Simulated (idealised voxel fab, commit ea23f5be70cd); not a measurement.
process module | voxel ribs on slabs
cross-section cut | 250 nm wide | cells 5 nm
A cross-section is a grid of square cells, given in bands from the top down. A band is one or more rows of cells.
Each band's line starts with the height of the band's top and of its bottom, in nm. Then come its materials from left to right, each with its width in nm. One material with "throughout" fills the band from edge to edge. "air" is empty space.
Height 0 is the level under which the wafer as received is all one material. The lowest band goes on downwards, as in "0 down".
A width such as "30 to 40" changes by the same amount from each row of cells to the next, from the band's top row to its bottom row.
"no change" after a step means that no cell of the cross-section changed.
closed voids: empty space of 8 cells or more with no open way to the top, each as width x height at its distance from the left edge, in nm
after a step's settings: what the simulator itself notes on the step
overlay nm, on a step with a mask: how far to the right of its planned place the mask lay; to the left if negative
plan
1 op RECEIVE | material Si
2 op DIRECTIONAL_DEP | material SiO2 | thk nm 25
3 op DIRECTIONAL_DEP | material SiN | thk nm 15
4 op MASKED_ETCH | tone cover | mask id RIB | width nm 20 | etch materials SiN | depth nm 10 | overlay nm 0
5 op MASKED_ETCH | tone cover | mask id SLAB | width nm 60 | etch materials SiN | depth nm 5 | overlay nm 0
6 op FILL_DEP | material SiO2 | thk nm 20
7 op CMP | height nm 50
8 op DIRECTIONAL_DEP | material TiN | thk nm 5
9 op MASKED_ETCH | tone cover | mask id HEATER | width nm 30 | etch materials TiN | depth nm 5 | overlay nm 0
10 op CONFORMAL_DEP | material SiO2 | thk nm 5
first wafer, as planned
as received, after step 1
  0 down: Si throughout
  closed voids: none
after step 2
  25 to 0: SiO2 throughout
  below 0: unchanged
after step 3
  40 to 25: SiN throughout
  below 25: unchanged
after step 4
  40 to 30: air 115 | SiN 20 | air 115
  below 30: unchanged
after step 5
  40 to 30: air 115 | SiN 20 | air 115
  30 to 25: air 95 | SiN 60 | air 95
  below 25: unchanged
after step 6
  60 to 40: SiO2 throughout
  40 to 30: SiO2 115 | SiN 20 | SiO2 115
  30 to 25: SiO2 95 | SiN 60 | SiO2 95
  below 25: unchanged
after step 7
  50 to 40: SiO2 throughout
  below 40: unchanged
after step 8
  55 to 50: TiN throughout
  below 50: unchanged
after step 9
  55 to 50: air 110 | TiN 30 | air 110
  below 50: unchanged
after step 10
  60 to 55: air 105 | SiO2 40 | air 105
  55 to 50: SiO2 110 | TiN 30 | SiO2 110
  below 50: unchanged
second wafer: like start, like plan, one mistake. Through step 9 it matches the first wafer
when step 10 should have ended: no change
what went wrong: step 10 was left out
at the end the second wafer has, in cells: 52 fewer of SiO2
